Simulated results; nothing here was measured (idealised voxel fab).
A process module follows: voxel wiring stack.
For reference, the cross-section in this document is cut, with width 225 nm and square cells of 5 nm.
Cross-section spec: square-cell grid; bands listed top down; each band is one or more rows. Heads up on the band format: heights come first, top then bottom, in nm. After that it's the materials left to right, each with its width in nm. A single material flagged "edge to edge" fills the whole band edge to edge, and "blank" means there's empty space there. Below 0: as-received wafer, all one material; heights counted from there. Lowest band: no bottom, goes on down, written "0 and below". Quick explanation for "30 to 40": the width changes in equal steps down the rows of cells, from the first number in the band's top row to the second number in its bottom row. "stayed the same" (step): cross-section cells unchanged, all of them. Empty spaces counting at least 8 cells and having no open way to the top are listed in "Enclosed cavities". The notation width x height at distance is used for each, the distance being from the left edge and all three values in nm. On each step's line, the part that comes after the settings is the simulator's own comment on the step. "overlay nm" denotes, for a step that has a mask, the displacement of the mask to the right of its planned place, with negative values corresponding to the left.
[Here's what the planned process steps look like]
1: RECEIVE with material Si
2: CONFORMAL_DEP with material SiO2, thk nm 15
3: CONFORMAL_DEP with material SiN, thk nm 5
4: DIRECTIONAL_DEP with material lowk, thk nm 20
5: MASKED_ETCH with tone open, mask id METAL_1, width nm 25, pitch nm 55, etch materials lowk, depth nm 20, overlay nm 0
6: MASKED_ETCH with tone open, mask id METAL_1, width nm 25, pitch nm 55, etch materials SiN, depth nm 5, overlay nm 0
7: CONFORMAL_DEP with material TiN, thk nm 5
8: FILL_DEP with material Cu, thk nm 5
9: CMP with height nm 40
10: EPI with material Ru, thk nm 5
11: FILL_DEP with material SiCN, thk nm 5
12: DIRECTIONAL_DEP with material SiO2, thk nm 20
13: MASKED_ETCH with tone open, mask id PLUG_1, width nm 15, etch materials SiO2, depth nm 20, overlay nm 0
14: MASKED_ETCH with tone open, mask id PLUG_1, width nm 15, etch materials SiCN, depth nm 5, overlay nm 0
15: CONFORMAL_DEP with material TiN, thk nm 5
16: FILL_DEP with material Cu, thk nm 5
17: CMP with height nm 70
18: DIRECTIONAL_DEP with material TiN, thk nm 5
19: DIRECTIONAL_DEP with material W, thk nm 25
20: DIRECTIONAL_DEP with material aC, thk nm 10
21: PATTERN with tone cover, mask id METAL_2, material resist, width nm 25, pitch nm 55, thk nm 30, overlay nm 0
22: DIRECTIONAL_ETCH with etch materials aC, depth nm 10
23: STRIP with etch materials resist
24: DIRECTIONAL_ETCH with etch materials W, depth nm 25
25: DIRECTIONAL_ETCH with etch materials TiN, depth nm 5
26: STRIP with etch materials aC
27: FILL_DEP with material lowk, thk nm 5
28: CMP with height nm 100
29: CONFORMAL_DEP with material SiCN, thk nm 5
30: DIRECTIONAL_DEP with material lowk, thk nm 30
31: PATTERN with tone open, mask id METAL_3, material resist, width nm 25, pitch nm 55, thk nm 20, overlay nm 0
32: DIRECTIONAL_ETCH with etch materials lowk, depth nm 15
33: STRIP with etch materials resist
34: MASKED_ETCH with tone open, mask id METAL_3_HOLES, width nm 15, etch materials lowk, depth nm 15, overlay nm 0
35: MASKED_ETCH with tone open, mask id METAL_3_HOLES, width nm 15, etch materials SiCN, depth nm 5, overlay nm 0
36: CONFORMAL_DEP with material TiN, thk nm 5
37: FILL_DEP with material Cu, thk nm 5
38: CMP with height nm 135
39: CONFORMAL_DEP with material SiCN, thk nm 5
40: DIRECTIONAL_DEP with material lowk, thk nm 15
41: MASKED_ETCH with tone open, mask id PLUG_3, width nm 15, pitch nm 55, etch materials lowk, depth nm 15, overlay nm 0
42: MASKED_ETCH with tone open, mask id PLUG_3, width nm 15, pitch nm 55, etch materials SiCN, depth nm 5, overlay nm 0
43: EPI with material Ru, thk nm 10
44: EPI with material Ru, thk nm 10
45: CONFORMAL_DEP with material SiN, thk nm 5
46: DIRECTIONAL_DEP with material SiO2, thk nm 15
47: MASKED_ETCH with tone open, mask id METAL_4, width nm 25, pitch nm 55, etch materials SiO2, depth nm 15, overlay nm 0
48: MASKED_ETCH with tone open, mask id METAL_4, width nm 25, pitch nm 55, etch materials SiN, depth nm 5, overlay nm 0
49: CONFORMAL_DEP with material TiN, thk nm 5
50: FILL_DEP with material Ru, thk nm 5
51: CMP with height nm 175
52: CONFORMAL_DEP with material SiN, thk nm 5
[Wafer at receipt (post step 1), cross-section]
  0 and below: Si edge to edge
  Enclosed cavities: none
[Cross-section at module end, one run error; start and plan unchanged from above]
  180 down to 175: SiN edge to edge
  175 down to 165: SiO2=70  TiN=5  Ru=15  TiN=5  SiO2=30  TiN=5  Ru=15  TiN=5  SiO2=75
  165 down to 160: SiO2=70  TiN=10  Ru=5  TiN=10  SiO2=30  TiN=10  Ru=5  TiN=10  SiO2=75
  160 down to 155: SiN=75  TiN=15  SiN=40  TiN=15  SiN=80
  155 down to 140: lowk=70  Ru=15  lowk=40  Ru=15  lowk=85
  140 down to 135: SiCN=70  Ru=15  SiCN=40  Ru=15  SiCN=85
  135 down to 125: lowk=70  TiN=5  Cu=15  TiN=5  lowk=30  TiN=5  Cu=15  TiN=5  lowk=75
  125 down to 120: lowk=70  TiN=5  Cu=5  TiN=15  lowk=30  TiN=25  lowk=75
  120 down to 105: lowk=70  TiN=5  Cu=5  TiN=5  lowk=140
  105 down to 100: SiCN=70  TiN=15  SiCN=140
  100 down to 75: lowk=70  W=25  lowk=30  W=25  lowk=75
  75 down to 70: lowk=70  TiN=25  lowk=30  TiN=25  lowk=75
  70 down to 50: SiO2=70  TiN=5  Cu=5  TiN=5  SiO2=140
  50 down to 45: SiCN=70  TiN=15  SiCN=140
  45 down to 40: SiCN=65  Ru=35  SiCN=20  Ru=35  SiCN=70
  40 down to 20: lowk=70  TiN=5  Cu=15  TiN=5  lowk=30  TiN=5  Cu=15  TiN=5  lowk=75
  20 down to 15: SiN=70  TiN=25  SiN=30  TiN=25  SiN=75
  15 down to 0: SiO2 edge to edge
  0 and below: Si edge to edge
  Enclosed cavities: none
Misprocessing identified: off-plan run, step 48, actual operation and settings MASKED_ETCH with tone open, mask id METAL_4, width nm 15, pitch nm 55, etch materials SiN, depth nm 5, overlay nm 0
